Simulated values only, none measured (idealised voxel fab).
The name of this process module is voxel double patterning.
FYI the section here is cut, 175 nm wide, cells are 5 nm squares.
When this document writes out a cross-section, it uses a grid of square cells and lists it as bands, beginning at the top and moving down, with a band standing for one or more rows of cells.
This entry defines a band. It first specifies the height of the band's top and the height of its bottom in nm, and then specifies the band's materials from left to right, stating each material with its width in nm. The word "throughout" identifies a single material that fills the band from edge to edge, while the word "blank" identifies empty space.
Convention: height 0 is the level below which the wafer, as received, is all one material. The lowest band does not terminate at the bottom but continues downward, represented as "0 nm and below".
Graded width ("30 to 40"): value in top row of band = first number; value in bottom row = second number; row-to-row change constant.
The cross-section has no changed cell in any step marked "stayed the same".
You'll see "Sealed-off cavities" listing empty spaces that have no way open to the top, as long as they're 8 cells or more; the notation is width x height at distance, where the distance is from the left edge, and all of it is in nm.
Whatever follows a step's settings on its line is a remark the simulator itself makes about that step.
On any step carrying a mask, the "overlay nm" setting, if present on the step's line, tells how far right of its planned place the mask lay; negative values point to the left.

[Below is the list of planned process steps]
1) RECEIVE [material Si]
2) CONFORMAL_DEP [material SiN] [thk nm 10]
3) DIRECTIONAL_DEP [material SiO2] [thk nm 20]
4) DIRECTIONAL_DEP [material SiCN] [thk nm 10]
5) MASKED_ETCH [tone open] [mask id FIRST] [width nm 15] [pitch nm 50] [etch materials SiCN] [depth nm 10] [overlay nm 0]
6) DIRECTIONAL_DEP [material aC] [thk nm 15]
7) PATTERN [tone open] [mask id SECOND] [material resist] [width nm 15] [thk nm 35] [overlay nm 0]
8) DIRECTIONAL_ETCH [etch materials aC] [depth nm 15]
9) STRIP [etch materials resist]
10) DIRECTIONAL_ETCH [etch materials SiCN] [depth nm 10]
11) STRIP [etch materials aC]
12) DIRECTIONAL_ETCH [etch materials SiO2] [depth nm 20]
13) STRIP [etch materials SiCN]

[Run as planned: first of two wafers]

[Incoming wafer, cross-sectional view, post step 1]
* 0 nm and below = Si throughout
* Sealed-off cavities: none

[Take a look at the wafer's cross-section after step 2]
* 10 nm to 0 nm = SiN throughout
* Whatever lies below 0 is exactly as it was before.

[Take a look at the wafer's cross-section after step 3]
* 30 nm to 10 nm = SiO2 throughout
* Whatever lies below 10 is exactly as it was before.

[Take a look at the wafer's cross-section after step 4]
* 40 nm to 30 nm = SiCN throughout
* Whatever lies below 30 is exactly as it was before.

[Take a look at the wafer's cross-section after step 5]
* 40 nm to 30 nm = 55 SiCN, 15 blank, 35 SiCN, 15 blank, 55 SiCN
* Whatever lies below 30 is exactly as it was before.

[Take a look at the wafer's cross-section after step 6]
* 55 nm to 45 nm = 55 aC, 15 blank, 35 aC, 15 blank, 55 aC
* 45 nm to 40 nm = aC throughout
* 40 nm to 30 nm = 55 SiCN, 15 aC, 35 SiCN, 15 aC, 55 SiCN
* Whatever lies below 30 is exactly as it was before.

[Take a look at the wafer's cross-section after step 7]
* 90 nm to 55 nm = 80 resist, 15 blank, 80 resist
* 55 nm to 45 nm = 55 aC, 15 resist, 35 aC, 15 resist, 55 aC
* Whatever lies below 45 is exactly as it was before.

[Take a look at the wafer's cross-section after step 8]
* 75 nm to 55 nm = 80 resist, 15 blank, 80 resist
* 55 nm to 45 nm = 55 aC, 15 resist, 10 aC, 15 blank, 10 aC, 15 resist, 55 aC
* 45 nm to 40 nm = 80 aC, 15 blank, 80 aC
* Whatever lies below 40 is exactly as it was before.

[Take a look at the wafer's cross-section after step 9]
* 55 nm to 45 nm = 55 aC, 15 blank, 10 aC, 15 blank, 10 aC, 15 blank, 55 aC
* Whatever lies below 45 is exactly as it was before.

[Take a look at the wafer's cross-section after step 10]
* 55 nm to 45 nm = 55 aC, 15 blank, 10 aC, 15 blank, 10 aC, 15 blank, 55 aC
* 45 nm to 40 nm = 80 aC, 15 blank, 80 aC
* 40 nm to 30 nm = 55 SiCN, 15 aC, 10 SiCN, 15 blank, 10 SiCN, 15 aC, 55 SiCN
* Whatever lies below 30 is exactly as it was before.

[Take a look at the wafer's cross-section after step 11]
* 40 nm to 30 nm = 55 SiCN, 15 blank, 10 SiCN, 15 blank, 10 SiCN, 15 blank, 55 SiCN
* Whatever lies below 30 is exactly as it was before.

[Take a look at the wafer's cross-section after step 12]
* 40 nm to 30 nm = 55 SiCN, 15 blank, 10 SiCN, 15 blank, 10 SiCN, 15 blank, 55 SiCN
* 30 nm to 10 nm = 55 SiO2, 15 blank, 10 SiO2, 15 blank, 10 SiO2, 15 blank, 55 SiO2
* Whatever lies below 10 is exactly as it was before.

[Take a look at the wafer's cross-section after step 13]
* 30 nm to 10 nm = 55 SiO2, 15 blank, 10 SiO2, 15 blank, 10 SiO2, 15 blank, 55 SiO2
* Whatever lies below 10 is exactly as it was before.

[Wafer two. Same start, same plan, one slip in execution. Same as wafer one through step 1, inclusive]

[when step 2 should have ended]
* 20 nm to 0 nm = SiO2 throughout
* Whatever lies below 0 is exactly as it was before.

[when step 3 should have ended]
* 30 nm to 20 nm = SiN throughout
* Whatever lies below 20 is exactly as it was before.

[when step 4 should have ended]
* 40 nm to 30 nm = SiCN throughout
* Whatever lies below 30 is exactly as it was before.

[when step 5 should have ended]
* 40 nm to 30 nm = 55 SiCN, 15 blank, 35 SiCN, 15 blank, 55 SiCN
* Whatever lies below 30 is exactly as it was before.

[when step 6 should have ended]
* 55 nm to 45 nm = 55 aC, 15 blank, 35 aC, 15 blank, 55 aC
* 45 nm to 40 nm = aC throughout
* 40 nm to 30 nm = 55 SiCN, 15 aC, 35 SiCN, 15 aC, 55 SiCN
* Whatever lies below 30 is exactly as it was before.

[when step 7 should have ended]
* 90 nm to 55 nm = 80 resist, 15 blank, 80 resist
* 55 nm to 45 nm = 55 aC, 15 resist, 35 aC, 15 resist, 55 aC
* Whatever lies below 45 is exactly as it was before.

[when step 8 should have ended]
* 75 nm to 55 nm = 80 resist, 15 blank, 80 resist
* 55 nm to 45 nm = 55 aC, 15 resist, 10 aC, 15 blank, 10 aC, 15 resist, 55 aC
* 45 nm to 40 nm = 80 aC, 15 blank, 80 aC
* Whatever lies below 40 is exactly as it was before.

[when step 9 should have ended]
* 55 nm to 45 nm = 55 aC, 15 blank, 10 aC, 15 blank, 10 aC, 15 blank, 55 aC
* Whatever lies below 45 is exactly as it was before.

[when step 10 should have ended]
* 55 nm to 45 nm = 55 aC, 15 blank, 10 aC, 15 blank, 10 aC, 15 blank, 55 aC
* 45 nm to 40 nm = 80 aC, 15 blank, 80 aC
* 40 nm to 30 nm = 55 SiCN, 15 aC, 10 SiCN, 15 blank, 10 SiCN, 15 aC, 55 SiCN
* Whatever lies below 30 is exactly as it was before.

[when step 11 should have ended]
* 40 nm to 30 nm = 55 SiCN, 15 blank, 10 SiCN, 15 blank, 10 SiCN, 15 blank, 55 SiCN
* Whatever lies below 30 is exactly as it was before.

when step 12 should have ended: stayed the same

[when step 13 should have ended]
* 30 nm to 20 nm = SiN throughout
* Whatever lies below 20 is exactly as it was before.
What was done differently from what was planned? steps 2 and 3 got flipped, so each one ran where the other should have
Cell-count delta at end, second wafer over first, by material: SiO2: 36 more
